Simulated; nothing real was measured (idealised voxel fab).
Name of the process module below: voxel self aligned contacts
We display cut, a cross-section 245 nm in width whose square cells are each 5 nm.
In what follows, cross-sections appear as grids of square cells, described through bands that run from the top down, where every band is one or more rows of cells.
Band entry format. Leading values: height of top, height of bottom, nm. Remainder: materials in left-to-right order, each with its width in nm. Special words: "everywhere" on a single material, which then fills the band edge to edge; "blank", empty space.
Convention: height 0 is the level below which the wafer, as received, is all one material. The lowest band does not terminate at the bottom but continues downward, represented as "from 0 down".
Width spec "30..40" -> top row of cells at first value, bottom row at second value, equal per-row change in between.
You'll sometimes find "everything unchanged" written for a step, and that's the way of saying that nowhere in the cross-section did a cell change during that step.
The label "Sealed void list" introduces a list of the empty spaces, 8 cells or larger, that have no open way up to the top; each entry in it reads width x height at distance, where the distance is taken from the left edge and all three are stated in nm.
after a step's settings: what the simulator itself notes on the step
When a step includes a mask, the "overlay nm" setting on its line states how far to the right of its planned place that mask lay, and negative values state how far to the left.
### Process steps (planned)
| 1 | op RECEIVE | material Si |
| 2 | op CONFORMAL_DEP | material SiO2 | thk nm 5 |
| 3 | op DIRECTIONAL_DEP | material polySi | thk nm 20 |
| 4 | op DIRECTIONAL_DEP | material SiN | thk nm 20 |
| 5 | op DIRECTIONAL_DEP | material aC | thk nm 10 |
| 6 | op PATTERN | tone cover | mask id GATE | material resist | width nm 25 | pitch nm 55 | thk nm 25 | overlay nm 0 |
| 7 | op DIRECTIONAL_ETCH | etch materials aC | depth nm 10 |
| 8 | op STRIP | etch materials resist |
| 9 | op DIRECTIONAL_ETCH | etch materials SiN | depth nm 20 |
| 10 | op DIRECTIONAL_ETCH | etch materials polySi | depth nm 20 |
| 11 | op STRIP | etch materials aC |
| 12 | op CONFORMAL_DEP | material SiN | thk nm 5 |
| 13 | op DIRECTIONAL_ETCH | etch materials SiN | depth nm 5 |
| 14 | op FILL_DEP | material SiO2 | thk nm 15 |
| 15 | op CMP | height nm 55 |
| 16 | op MASKED_ETCH | tone open | mask id CONTACT | width nm 30 | pitch nm 55 | etch materials SiO2 | depth nm 55 | overlay nm 0 |
| 17 | op CONFORMAL_DEP | material TiN | thk nm 5 |
| 18 | op FILL_DEP | material Ru | thk nm 5 |
| 19 | op CMP | height nm 55 |
| 20 | op CONFORMAL_DEP | material SiCN | thk nm 5 |
Wafer-to-wafer difference: width nm, step 16. Common start. Plan = first wafer's value.
### Received wafers, first of several: cross-section after step 1
  from 0 down | Si everywhere
  Sealed void list: none
### Take any row and you have a wafer at the end of the module: how many cells of each material it has gained (+) or lost (-) since it was received, and then its closed voids
width nm 30, +44 Ru, +49 SiCN, +108 SiN, +275 SiO2, +52 TiN, +60 polySi, Sealed void list: none
width nm 35, +46 Ru, +49 SiCN, +108 SiN, +271 SiO2, +54 TiN, +60 polySi, Sealed void list: none
width nm 40, +48 Ru, +49 SiCN, +108 SiN, +267 SiO2, +56 TiN, +60 polySi, Sealed void list: none
